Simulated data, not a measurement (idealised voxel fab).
voxel quadruple lines: a process module
Square cells of 5 nm make up the cross-section cut, whose width is 235 nm.
In what follows, cross-sections appear as grids of square cells, described through bands that run from the top down, where every band is one or more rows of cells. Basically the band line says how high the top is and how high the bottom is, in nm, and then what's in it from left to right, every material with its width in nm. Empty space shows up as "air", and if a single material carries "throughout" it runs the full band edge to edge. Heads up on the height convention: 0 is the point under which the incoming wafer is all one material, and the lowest band has no bottom, it just keeps going down, like "from 0 down". The two numbers in a width such as "30->40" mark its ends across the band: the first belongs to the top row of cells, the second to the bottom row, and from each row to the next the width moves by the same amount. Step marked "nothing altered"? Then no cell in the cross-section changed in it. Unvented voids: empty space of 8 cells or more with no open way to the top, each as width x height at its distance from the left edge, in nm. Anything after a step's settings on that line? It's the simulator's own note about the step. overlay nm: right-of-plan distance of the mask on a masked step; negative values mean left-of-plan.

PROCESS STEPS - PLAN
| 1 | RECEIVE | material Si |
| 2 | CONFORMAL_DEP | material SiO2 | thk nm 5 |
| 3 | DIRECTIONAL_DEP | material Ru | thk nm 15 |
| 4 | DIRECTIONAL_DEP | material polySi | thk nm 15 |
| 5 | DIRECTIONAL_DEP | material aC | thk nm 25 |
| 6 | PATTERN | tone cover | mask id MANDREL | material resist | width nm 25 | pitch nm 80 | thk nm 35 | overlay nm 0 |
| 7 | DIRECTIONAL_ETCH | etch materials aC | depth nm 25 |
| 8 | STRIP | etch materials resist |
| 9 | CONFORMAL_DEP | material SiO2 | thk nm 15 |
| 10 | DIRECTIONAL_ETCH | etch materials SiO2 | depth nm 15 |
| 11 | STRIP | etch materials aC |
| 12 | DIRECTIONAL_ETCH | etch materials polySi | depth nm 15 |
| 13 | STRIP | etch materials SiO2 |
| 14 | CONFORMAL_DEP | material SiCN | thk nm 5 |
| 15 | DIRECTIONAL_ETCH | etch materials SiCN | depth nm 5 |
| 16 | STRIP | etch materials polySi |
| 17 | DIRECTIONAL_ETCH | etch materials Ru | depth nm 15 |
| 18 | STRIP | etch materials SiCN |

INCOMING WAFER, CROSS-SECTIONAL VIEW, POST STEP 1
	from 0 down: Si throughout
	Unvented voids: none

CROSS-SECTION TAKEN AT MODULE COMPLETION ON THE FIRST OF TWO WAFERS; PROCESSED PER THE PLAN
	from 20 to 5: air 45 nm / Ru 5 nm / air 15 nm / Ru 5 nm / air 15 nm / Ru 5 nm / air 15 nm / Ru 5 nm / air 15 nm / Ru 5 nm / air 15 nm / Ru 5 nm / air 15 nm / Ru 5 nm / air 15 nm / Ru 5 nm / air 45 nm
	from 5 to 0: SiO2 throughout
	from 0 down: Si throughout
	Unvented voids: none

WAFER TWO, END OF MODULE, CROSS-SECTION. SAME START, SAME PLAN AS WAFER ONE. ONE MISTAKE IN THE RUN
	from 45 to 20: aC throughout
	from 20 to 5: Ru throughout
	from 5 to 0: SiO2 throughout
	from 0 down: Si throughout
	Unvented voids: none
Plan not followed: the executed order of steps 4 and 5 is the reverse of that specified in the plan, each step having taken the other's position
It is noted that, at the conclusion of processing, the second wafer exhibits a higher or lower cell count for certain materials relative to the first: Ru +117 | aC +235
